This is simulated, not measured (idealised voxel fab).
The following is a process module called voxel transistor to metal.
Cross-section cut spans 185 nm and uses square cells 5 nm in size.
In what follows, cross-sections appear as grids of square cells, described through bands that run from the top down, where every band is one or more rows of cells.
Band: top height; bottom height; in nm. Then, left to right: material with width in nm, for each material. "edge to edge": a single material spanning edge to edge. "air": empty space.
Height 0 is the level under which the wafer as received is all one material. The lowest band goes on downwards, as in "0 nm and below".
Graded width ("30 to 40"): value in top row of band = first number; value in bottom row = second number; row-to-row change constant.
Where a step carries "nothing got changed", the cross-section came out of it unchanged, cell for cell.
The entry "Sealed internal voids" lists the empty spaces that cover at least 8 cells and have no open path to the top. Each is written as width x height at distance, where the distance is measured from the left edge and all three values are in nm.
Whatever follows a step's settings on its line is a remark the simulator itself makes about that step.
A step line may carry the setting "overlay nm", which, for steps involving a mask, states the distance by which the mask lay to the right of its intended position; negative values denote displacement to the left.

LISTED BELOW ARE THE PROCESS STEPS AS PLANNED
1 RECEIVE with material Si
2 OXIDIZE with depth nm 5
3 CONFORMAL_DEP with material SiN, thk nm 10
4 MASKED_ETCH with tone cover, mask id ACTIVE, width nm 100, etch materials SiN, depth nm 10, overlay nm 0
5 MASKED_ETCH with tone cover, mask id ACTIVE, width nm 100, etch materials SiO2, depth nm 5, overlay nm 0
6 MASKED_ETCH with tone cover, mask id ACTIVE, width nm 100, etch materials Si, depth nm 20, overlay nm 0
7 OXIDIZE with depth nm 5
8 FILL_DEP with material SiO2, thk nm 10
9 CMP with height nm 10
10 SELECTIVE_ETCH with etch materials SiO2, depth nm 10
11 STRIP with etch materials SiN
12 SELECTIVE_ETCH with etch materials SiO2, depth nm 5
13 OXIDIZE with depth nm 5
14 DIRECTIONAL_DEP with material polySi, thk nm 25
15 DIRECTIONAL_DEP with material SiCN, thk nm 15
16 PATTERN with tone cover, mask id GATE, material resist, width nm 20, thk nm 20, overlay nm 0
17 DIRECTIONAL_ETCH with etch materials SiCN, depth nm 25
18 DIRECTIONAL_ETCH with etch materials polySi, depth nm 35
19 STRIP with etch materials resist
20 CONFORMAL_DEP with material SiN, thk nm 5
21 DIRECTIONAL_ETCH with etch materials SiN, depth nm 5
22 DIRECTIONAL_ETCH with etch materials SiO2, depth nm 5
23 DIRECTIONAL_ETCH with etch materials Si, depth nm 10
24 EPI with material nSi, thk nm 15
25 FILL_DEP with material SiO2, thk nm 10
26 CMP with height nm 35
27 DIRECTIONAL_DEP with material SiO2, thk nm 15
28 DIRECTIONAL_DEP with material aC, thk nm 10
29 PATTERN with tone open, mask id CONTACT, material resist, width nm 15, pitch nm 75, thk nm 25, overlay nm 0
30 DIRECTIONAL_ETCH with etch materials aC, depth nm 10
31 STRIP with etch materials resist
32 DIRECTIONAL_ETCH with etch materials SiO2, depth nm 55
33 STRIP with etch materials aC
34 CONFORMAL_DEP with material TiN, thk nm 5
35 FILL_DEP with material W, thk nm 10
36 CMP with height nm 50
37 CONFORMAL_DEP with material SiCN, thk nm 5
38 DIRECTIONAL_DEP with material lowk, thk nm 25
39 PATTERN with tone open, mask id METAL_1, material resist, width nm 15, pitch nm 75, thk nm 20, overlay nm 0
40 DIRECTIONAL_ETCH with etch materials lowk, depth nm 25
41 DIRECTIONAL_ETCH with etch materials SiCN, depth nm 5
42 STRIP with etch materials resist
43 CONFORMAL_DEP with material TiN, thk nm 5
44 FILL_DEP with material Ru, thk nm 5
45 CMP with height nm 80
46 CONFORMAL_DEP with material SiN, thk nm 5

HERE'S WHAT THE WAFER LOOKED LIKE IN CROSS-SECTION WHEN IT ARRIVED - THAT'S AFTER STEP 1
  0 nm and below = Si edge to edge
  Sealed internal voids: none

CROSS-SECTIONAL VIEW OF THE FIRST OF THE TWO WAFERS UPON COMPLETION OF THE MODULE, PROCESSED IN ACCORDANCE WITH THE PLAN
  85 nm to 80 nm = SiN edge to edge
  80 nm to 55 nm = lowk 45  TiN 5  Ru 5  TiN 5  lowk 60  TiN 5  Ru 5  TiN 5  lowk 50
  55 nm to 50 nm = SiCN 45  TiN 15  SiCN 60  TiN 15  SiCN 50
  50 nm to 35 nm = SiO2 45  TiN 5  W 5  TiN 5  SiO2 60  TiN 5  W 5  TiN 5  SiO2 50
  35 nm to 20 nm = SiO2 45  TiN 5  W 5  TiN 5  SiO2 15  SiN 5  SiCN 20  SiN 5  SiO2 15  TiN 5  W 5  TiN 5  SiO2 50
  20 nm to 5 nm = SiO2 45  TiN 5  W 5  TiN 5  SiO2 15  SiN 5  polySi 20  SiN 5  SiO2 15  TiN 5  W 5  TiN 5  SiO2 50
  5 nm to 0 nm = SiO2 45  TiN 5  W 5  TiN 5  nSi 15  SiN 5  polySi 20  SiN 5  nSi 15  TiN 5  W 5  TiN 5  SiO2 50
  0 nm to -5 nm = SiO2 45  TiN 15  nSi 15  SiN 5  polySi 20  SiN 5  nSi 15  TiN 15  SiO2 50
  -5 nm to -10 nm = SiO2 40  nSi 35  SiO2 30  nSi 35  SiO2 45
  -10 nm to -20 nm = SiO2 45  nSi 30  Si 30  nSi 30  SiO2 50
  -20 nm to -30 nm = SiO2 45  Si 90  SiO2 50
  -30 nm and below = Si edge to edge
  Sealed internal voids: none

CROSS-SECTIONAL IMAGE OF THE SECOND WAFER OF THE TWO FOLLOWING COMPLETION OF THE MODULE. STARTING STATE AND PROCESS PLAN WERE THE SAME AS FOR THE FIRST WAFER; ONE EXECUTION ERROR OCCURRED
  85 nm to 80 nm = SiN edge to edge
  80 nm to 55 nm = lowk 45  TiN 5  Ru 5  TiN 5  lowk 60  TiN 5  Ru 5  TiN 5  lowk 50
  55 nm to 50 nm = SiCN 45  TiN 15  SiCN 60  TiN 15  SiCN 50
  50 nm to 35 nm = SiO2 45  TiN 5  W 5  TiN 5  SiO2 60  TiN 5  W 5  TiN 5  SiO2 50
  35 nm to 20 nm = SiO2 45  TiN 5  W 5  TiN 5  SiO2 15  SiN 5  SiCN 20  SiN 5  SiO2 15  TiN 5  W 5  TiN 5  SiO2 50
  20 nm to 5 nm = SiO2 45  TiN 5  W 5  TiN 5  SiO2 15  SiN 5  polySi 20  SiN 5  SiO2 15  TiN 5  W 5  TiN 5  SiO2 50
  5 nm to 0 nm = SiO2 45  TiN 5  W 5  TiN 5  nSi 15  SiN 5  polySi 20  SiN 5  nSi 15  TiN 5  W 5  TiN 5  SiO2 50
  0 nm to -5 nm = SiO2 45  TiN 15  nSi 15  SiN 5  polySi 20  SiN 5  nSi 15  TiN 15  SiO2 50
  -5 nm to -10 nm = SiO2 40  nSi 35  SiO2 30  nSi 35  SiO2 45
  -10 nm to -20 nm = SiO2 45  nSi 30  Si 30  nSi 30  SiO2 50
  -20 nm to -50 nm = SiO2 45  Si 90  SiO2 50
  -50 nm and below = Si edge to edge
  Sealed internal voids: none
What was done differently from what was planned? it should be noted that step 6 of the plan was executed twice
Counted in cells at the end, the second wafer holds more or fewer of these materials than the first: Si -76, SiO2 +76
